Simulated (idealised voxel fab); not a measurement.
Presented below is a process module, voxel gate over fins.
245 nm wide, 5 nm square cells: that's cross-section cut.
When this document writes out a cross-section, it uses a grid of square cells and lists it as bands, beginning at the top and moving down, with a band standing for one or more rows of cells.
Within each band entry, the heights of the top and of the bottom of the band appear first, in that order and in nm; the materials of the band then follow from left to right, each with its corresponding width in nm. The designation "full width" on a single material indicates that it fills the band from edge to edge; the designation "empty" indicates empty space.
The level at which height equals 0 is the one under which the wafer, as it arrives, is entirely one material. No lower edge exists for the bottom band, which continues downward and is notated as in "z 0 and below".
Width "30..40": first value at the band's top row of cells, second value at its bottom row, equal change from row to row.
"no modifications" (step): cross-section cells unchanged, all of them.
"Voids, sealed": empty spaces of 8 cells or more with no open way to the top, each given as width x height at distance, distance from the left edge, all in nm.
It should be noted that, on the line of a given step, the content following the step's settings is a remark produced by the simulator itself with respect to that step.
overlay nm: on a step with a mask, how far right of its planned place the mask lay; negative means left.

Here's what the planned process steps look like:
- 1: RECEIVE (material Si)
- 2: CONFORMAL_DEP (material SiN; thk nm 5)
- 3: PATTERN (tone cover; mask id FINS; material resist; width nm 15; pitch nm 35; thk nm 20; overlay nm 0)
- 4: DIRECTIONAL_ETCH (etch materials SiN; depth nm 5)
- 5: DIRECTIONAL_ETCH (etch materials Si; depth nm 30)
- 6: STRIP (etch materials resist)
- 7: FILL_DEP (material SiO2; thk nm 10)
- 8: CMP (height nm 5)
- 9: SELECTIVE_ETCH (etch materials SiO2; depth nm 20)
- 10: STRIP (etch materials SiN)
- 11: CONFORMAL_DEP (material HfO2; thk nm 5)
- 12: CONFORMAL_DEP (material TiN; thk nm 5)
- 13: CONFORMAL_DEP (material TiAl; thk nm 5)
- 14: CONFORMAL_DEP (material TiN; thk nm 5)
- 15: FILL_DEP (material W; thk nm 15)
- 16: CMP (height nm 30)
- 17: CONFORMAL_DEP (material SiCN; thk nm 5)

Incoming wafer, cross-sectional view, post step 1:
- z 0 and below = Si full width
- Voids, sealed: none

First wafer of two, sectioned at end of module; run went per plan:
- z 35 to 30 = SiCN full width
- z 30 to 20 = W full width
- z 20 to 15 = 75 of W, then 90 of TiN, then 80 of W
- z 15 to 10 = 75 of W, then 5 of TiN, then 80 of TiAl, then 5 of TiN, then 80 of W
- z 10 to 5 = 75 of W, then 5 of TiN, then 5 of TiAl, then 70 of TiN, then 5 of TiAl, then 5 of TiN, then 80 of W
- z 5 to 0 = 80 of TiN, then 5 of TiAl, then 5 of TiN, then 25 of HfO2, then 10 of TiN, then 25 of HfO2, then 5 of TiN, then 5 of TiAl, then 85 of TiN
- z 0 to -5 = 85 of TiAl, then 5 of TiN, then 5 of HfO2, then 15 of Si, then 5 of HfO2, then 10 of TiN, then 5 of HfO2, then 15 of Si, then 5 of HfO2, then 5 of TiN, then 90 of TiAl
- z -5 to -10 = 90 of TiN, then 5 of HfO2, then 15 of Si, then 5 of HfO2, then 10 of TiN, then 5 of HfO2, then 15 of Si, then 5 of HfO2, then 95 of TiN
- z -10 to -15 = 95 of HfO2, then 15 of Si, then 20 of HfO2, then 15 of Si, then 100 of HfO2
- z -15 to -30 = 95 of SiO2, then 15 of Si, then 20 of SiO2, then 15 of Si, then 100 of SiO2
- z -30 and below = Si full width
- Voids, sealed: none

Second wafer at the end: like start, like plan, one mistake:
- z 35 to 30 = SiCN full width
- z 30 to 20 = W full width
- z 20 to 15 = 65 of W, then 90 of TiN, then 90 of W
- z 15 to 10 = 65 of W, then 5 of TiN, then 80 of TiAl, then 5 of TiN, then 90 of W
- z 10 to 5 = 65 of W, then 5 of TiN, then 5 of TiAl, then 70 of TiN, then 5 of TiAl, then 5 of TiN, then 90 of W
- z 5 to 0 = 70 of TiN, then 5 of TiAl, then 5 of TiN, then 25 of HfO2, then 10 of TiN, then 25 of HfO2, then 5 of TiN, then 5 of TiAl, then 95 of TiN
- z 0 to -5 = 75 of TiAl, then 5 of TiN, then 5 of HfO2, then 15 of Si, then 5 of HfO2, then 10 of TiN, then 5 of HfO2, then 15 of Si, then 5 of HfO2, then 5 of TiN, then 100 of TiAl
- z -5 to -10 = 80 of TiN, then 5 of HfO2, then 15 of Si, then 5 of HfO2, then 10 of TiN, then 5 of HfO2, then 15 of Si, then 5 of HfO2, then 105 of TiN
- z -10 to -15 = 85 of HfO2, then 15 of Si, then 20 of HfO2, then 15 of Si, then 110 of HfO2
- z -15 to -30 = 85 of SiO2, then 15 of Si, then 20 of SiO2, then 15 of Si, then 110 of SiO2
- z -30 and below = Si full width
- Voids, sealed: none
The plan and the run diverged here: step 3 ran with different settings than intended, the actual operation and settings being PATTERN (tone cover; mask id FINS; material resist; width nm 15; pitch nm 35; thk nm 20; overlay nm -10)
Heads up: at the end the two wafers have identical cell counts per material, they're just laid out differently.
